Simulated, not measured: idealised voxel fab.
Documented hereafter: the process module known as voxel self aligned contacts.
Section shown: cut. Width: 200 nm. Cell size: 5 nm, square.
Cross-section format: a grid of square cells, given as bands from top to bottom; each band is one or more rows of cells. This entry defines a band. It first specifies the height of the band's top and the height of its bottom in nm, and then specifies the band's materials from left to right, stating each material with its width in nm. The word "edge to edge" identifies a single material that fills the band from edge to edge, while the word "blank" identifies empty space. Heights are measured from 0, the level below which the as-received wafer is all one material; the lowest band has no bottom and continues downward, written as in "0 and below". A two-number width, for instance "30->40", indicates that the width is equal to the first number in the top row of the band and to the second number in the bottom row, and that it changes by a constant amount per row of cells. A step reported as "nothing changed" is a step in which no cell of the cross-section changed. The entry "Closed void register" lists the empty spaces that cover at least 8 cells and have no open path to the top. Each is written as width x height at distance, where the distance is measured from the left edge and all three values are in nm. That trailing text on a step's line, after the settings, is the simulator's own remark on the step. overlay nm: mask right of planned place by this much (step with mask). Neg. = left.
THE STEPS PLANNED FOR THE PROCESS ARE AS FOLLOWS
1,op RECEIVE | material Si
2,op OXIDIZE | depth nm 5
3,op DIRECTIONAL_DEP | material polySi | thk nm 20
4,op DIRECTIONAL_DEP | material SiN | thk nm 25
5,op PATTERN | tone cover | mask id GATE | material resist | width nm 30 | pitch nm 70 | thk nm 20 | overlay nm 0
6,op DIRECTIONAL_ETCH | etch materials SiN | depth nm 25
7,op DIRECTIONAL_ETCH | etch materials polySi | depth nm 20
8,op STRIP | etch materials resist
9,op CONFORMAL_DEP | material SiN | thk nm 10
10,op DIRECTIONAL_ETCH | etch materials SiN | depth nm 10
11,op FILL_DEP | material SiO2 | thk nm 15
12,op CMP | height nm 50
13,op MASKED_ETCH | tone open | mask id CONTACT | width nm 50 | pitch nm 70 | etch materials SiO2 | depth nm 55 | overlay nm 0
14,op CONFORMAL_DEP | material TiN | thk nm 5
15,op FILL_DEP | material W | thk nm 5
16,op CMP | height nm 50
17,op CONFORMAL_DEP | material SiCN | thk nm 5
BELOW: THE FIRST OF TWO WAFERS, RUN AS PLANNED
CROSS-SECTIONAL VIEW OF THE WAFER IN ITS AS-RECEIVED CONDITION, CORRESPONDING TO THE STATE AFTER STEP 1
- 0 and below = Si edge to edge
- Closed void register: none
UPON COMPLETION OF STEP 2, THE WAFER APPEARS IN CROSS-SECTION AS SHOWN
- 0 down to -5 = SiO2 edge to edge
- Note: structure below -5 unchanged.
UPON COMPLETION OF STEP 3, THE WAFER APPEARS IN CROSS-SECTION AS SHOWN
- 20 down to 0 = polySi edge to edge
- Note: structure below 0 unchanged.
UPON COMPLETION OF STEP 4, THE WAFER APPEARS IN CROSS-SECTION AS SHOWN
- 45 down to 20 = SiN edge to edge
- Note: structure below 20 unchanged.
UPON COMPLETION OF STEP 5, THE WAFER APPEARS IN CROSS-SECTION AS SHOWN
- 65 down to 45 = blank=15; resist=30; blank=40; resist=30; blank=40; resist=30; blank=15
- Note: structure below 45 unchanged.
UPON COMPLETION OF STEP 6, THE WAFER APPEARS IN CROSS-SECTION AS SHOWN
- 65 down to 45 = blank=15; resist=30; blank=40; resist=30; blank=40; resist=30; blank=15
- 45 down to 20 = blank=15; SiN=30; blank=40; SiN=30; blank=40; SiN=30; blank=15
- Note: structure below 20 unchanged.
UPON COMPLETION OF STEP 7, THE WAFER APPEARS IN CROSS-SECTION AS SHOWN
- 65 down to 45 = blank=15; resist=30; blank=40; resist=30; blank=40; resist=30; blank=15
- 45 down to 20 = blank=15; SiN=30; blank=40; SiN=30; blank=40; SiN=30; blank=15
- 20 down to 0 = blank=15; polySi=30; blank=40; polySi=30; blank=40; polySi=30; blank=15
- Note: structure below 0 unchanged.
UPON COMPLETION OF STEP 8, THE WAFER APPEARS IN CROSS-SECTION AS SHOWN
- 45 down to 20 = blank=15; SiN=30; blank=40; SiN=30; blank=40; SiN=30; blank=15
- Note: structure below 20 unchanged.
UPON COMPLETION OF STEP 9, THE WAFER APPEARS IN CROSS-SECTION AS SHOWN
- 55 down to 20 = blank=5; SiN=50; blank=20; SiN=50; blank=20; SiN=50; blank=5
- 20 down to 10 = blank=5; SiN=10; polySi=30; SiN=10; blank=20; SiN=10; polySi=30; SiN=10; blank=20; SiN=10; polySi=30; SiN=10; blank=5
- 10 down to 0 = SiN=15; polySi=30; SiN=40; polySi=30; SiN=40; polySi=30; SiN=15
- Note: structure below 0 unchanged.
UPON COMPLETION OF STEP 10, THE WAFER APPEARS IN CROSS-SECTION AS SHOWN
- 45 down to 20 = blank=5; SiN=50; blank=20; SiN=50; blank=20; SiN=50; blank=5
- 20 down to 0 = blank=5; SiN=10; polySi=30; SiN=10; blank=20; SiN=10; polySi=30; SiN=10; blank=20; SiN=10; polySi=30; SiN=10; blank=5
- Note: structure below 0 unchanged.
UPON COMPLETION OF STEP 11, THE WAFER APPEARS IN CROSS-SECTION AS SHOWN
- 60 down to 45 = SiO2 edge to edge
- 45 down to 20 = SiO2=5; SiN=50; SiO2=20; SiN=50; SiO2=20; SiN=50; SiO2=5
- 20 down to 0 = SiO2=5; SiN=10; polySi=30; SiN=10; SiO2=20; SiN=10; polySi=30; SiN=10; SiO2=20; SiN=10; polySi=30; SiN=10; SiO2=5
- Note: structure below 0 unchanged.
UPON COMPLETION OF STEP 12, THE WAFER APPEARS IN CROSS-SECTION AS SHOWN
- 50 down to 45 = SiO2 edge to edge
- Note: structure below 45 unchanged.
UPON COMPLETION OF STEP 13, THE WAFER APPEARS IN CROSS-SECTION AS SHOWN
- 50 down to 45 = SiO2=40; blank=50; SiO2=20; blank=50; SiO2=40
- 45 down to 20 = SiO2=5; SiN=50; blank=20; SiN=50; blank=20; SiN=50; SiO2=5
- 20 down to 0 = SiO2=5; SiN=10; polySi=30; SiN=10; blank=20; SiN=10; polySi=30; SiN=10; blank=20; SiN=10; polySi=30; SiN=10; SiO2=5
- 0 down to -5 = SiO2=55; blank=20; SiO2=50; blank=20; SiO2=55
- Note: structure below -5 unchanged.
UPON COMPLETION OF STEP 14, THE WAFER APPEARS IN CROSS-SECTION AS SHOWN
- 55 down to 50 = TiN=45; blank=40; TiN=30; blank=40; TiN=45
- 50 down to 45 = SiO2=40; TiN=20; blank=10; TiN=20; SiO2=20; TiN=20; blank=10; TiN=20; SiO2=40
- 45 down to 20 = SiO2=5; SiN=50; TiN=5; blank=10; TiN=5; SiN=50; TiN=5; blank=10; TiN=5; SiN=50; SiO2=5
- 20 down to 0 = SiO2=5; SiN=10; polySi=30; SiN=10; TiN=5; blank=10; TiN=5; SiN=10; polySi=30; SiN=10; TiN=5; blank=10; TiN=5; SiN=10; polySi=30; SiN=10; SiO2=5
- 0 down to -5 = SiO2=55; TiN=20; SiO2=50; TiN=20; SiO2=55
- Note: structure below -5 unchanged.
UPON COMPLETION OF STEP 15, THE WAFER APPEARS IN CROSS-SECTION AS SHOWN
- 60 down to 55 = W edge to edge
- 55 down to 50 = TiN=45; W=40; TiN=30; W=40; TiN=45
- 50 down to 45 = SiO2=40; TiN=20; W=10; TiN=20; SiO2=20; TiN=20; W=10; TiN=20; SiO2=40
- 45 down to 20 = SiO2=5; SiN=50; TiN=5; W=10; TiN=5; SiN=50; TiN=5; W=10; TiN=5; SiN=50; SiO2=5
- 20 down to 0 = SiO2=5; SiN=10; polySi=30; SiN=10; TiN=5; W=10; TiN=5; SiN=10; polySi=30; SiN=10; TiN=5; W=10; TiN=5; SiN=10; polySi=30; SiN=10; SiO2=5
- Note: structure below 0 unchanged.
UPON COMPLETION OF STEP 16, THE WAFER APPEARS IN CROSS-SECTION AS SHOWN
- 50 down to 45 = SiO2=40; TiN=20; W=10; TiN=20; SiO2=20; TiN=20; W=10; TiN=20; SiO2=40
- Note: structure below 45 unchanged.
UPON COMPLETION OF STEP 17, THE WAFER APPEARS IN CROSS-SECTION AS SHOWN
- 55 down to 50 = SiCN edge to edge
- Note: structure below 50 unchanged.
WAFER TWO OF THE PAIR: SAME ORIGIN, SAME PLAN, ONE ERROR DURING THE RUN; IDENTICAL TO WAFER ONE UP TO AND INCLUDING STEP 8
Second wafer, cut view, end of step 9 per plan: nothing changed
SECOND WAFER, CUT VIEW, END OF STEP 10 PER PLAN
- 35 down to 20 = blank=15; SiN=30; blank=40; SiN=30; blank=40; SiN=30; blank=15
- Note: structure below 20 unchanged.
SECOND WAFER, CUT VIEW, END OF STEP 11 PER PLAN
- 50 down to 35 = SiO2 edge to edge
- 35 down to 20 = SiO2=15; SiN=30; SiO2=40; SiN=30; SiO2=40; SiN=30; SiO2=15
- 20 down to 0 = SiO2=15; polySi=30; SiO2=40; polySi=30; SiO2=40; polySi=30; SiO2=15
- Note: structure below 0 unchanged.
Second wafer, cut view, end of step 12 per plan: nothing changed
SECOND WAFER, CUT VIEW, END OF STEP 13 PER PLAN
- 50 down to 35 = SiO2=40; blank=50; SiO2=20; blank=50; SiO2=40
- 35 down to 20 = SiO2=15; SiN=30; blank=40; SiN=30; blank=40; SiN=30; SiO2=15
- 20 down to 0 = SiO2=15; polySi=30; blank=40; polySi=30; blank=40; polySi=30; SiO2=15
- 0 down to -5 = SiO2=45; blank=40; SiO2=30; blank=40; SiO2=45
- Note: structure below -5 unchanged.
SECOND WAFER, CUT VIEW, END OF STEP 14 PER PLAN
- 55 down to 50 = TiN=45; blank=40; TiN=30; blank=40; TiN=45
- 50 down to 40 = SiO2=40; TiN=5; blank=40; TiN=5; SiO2=20; TiN=5; blank=40; TiN=5; SiO2=40
- 40 down to 35 = SiO2=40; TiN=10; blank=30; TiN=10; SiO2=20; TiN=10; blank=30; TiN=10; SiO2=40
- 35 down to 20 = SiO2=15; SiN=30; TiN=5; blank=30; TiN=5; SiN=30; TiN=5; blank=30; TiN=5; SiN=30; SiO2=15
- 20 down to 0 = SiO2=15; polySi=30; TiN=5; blank=30; TiN=5; polySi=30; TiN=5; blank=30; TiN=5; polySi=30; SiO2=15
- 0 down to -5 = SiO2=45; TiN=40; SiO2=30; TiN=40; SiO2=45
- Note: structure below -5 unchanged.
SECOND WAFER, CUT VIEW, END OF STEP 15 PER PLAN
- 60 down to 55 = W edge to edge
- 55 down to 50 = TiN=45; W=40; TiN=30; W=40; TiN=45
- 50 down to 40 = SiO2=40; TiN=5; W=40; TiN=5; SiO2=20; TiN=5; W=40; TiN=5; SiO2=40
- 40 down to 35 = SiO2=40; TiN=10; W=30; TiN=10; SiO2=20; TiN=10; W=30; TiN=10; SiO2=40
- 35 down to 20 = SiO2=15; SiN=30; TiN=5; W=30; TiN=5; SiN=30; TiN=5; W=30; TiN=5; SiN=30; SiO2=15
- 20 down to 0 = SiO2=15; polySi=30; TiN=5; W=30; TiN=5; polySi=30; TiN=5; W=30; TiN=5; polySi=30; SiO2=15
- Note: structure below 0 unchanged.
SECOND WAFER, CUT VIEW, END OF STEP 16 PER PLAN
- 50 down to 40 = SiO2=40; TiN=5; W=40; TiN=5; SiO2=20; TiN=5; W=40; TiN=5; SiO2=40
- Note: structure below 40 unchanged.
SECOND WAFER, CUT VIEW, END OF STEP 17 PER PLAN
- 55 down to 50 = SiCN edge to edge
- Note: structure below 50 unchanged.
Against the plan, the run slipped here: plan step 9 was not performed, having been skipped
Looking at both finished wafers in cells, the second ends up ahead of or behind the first on some materials: -144 SiN; +56 SiO2; +88 W
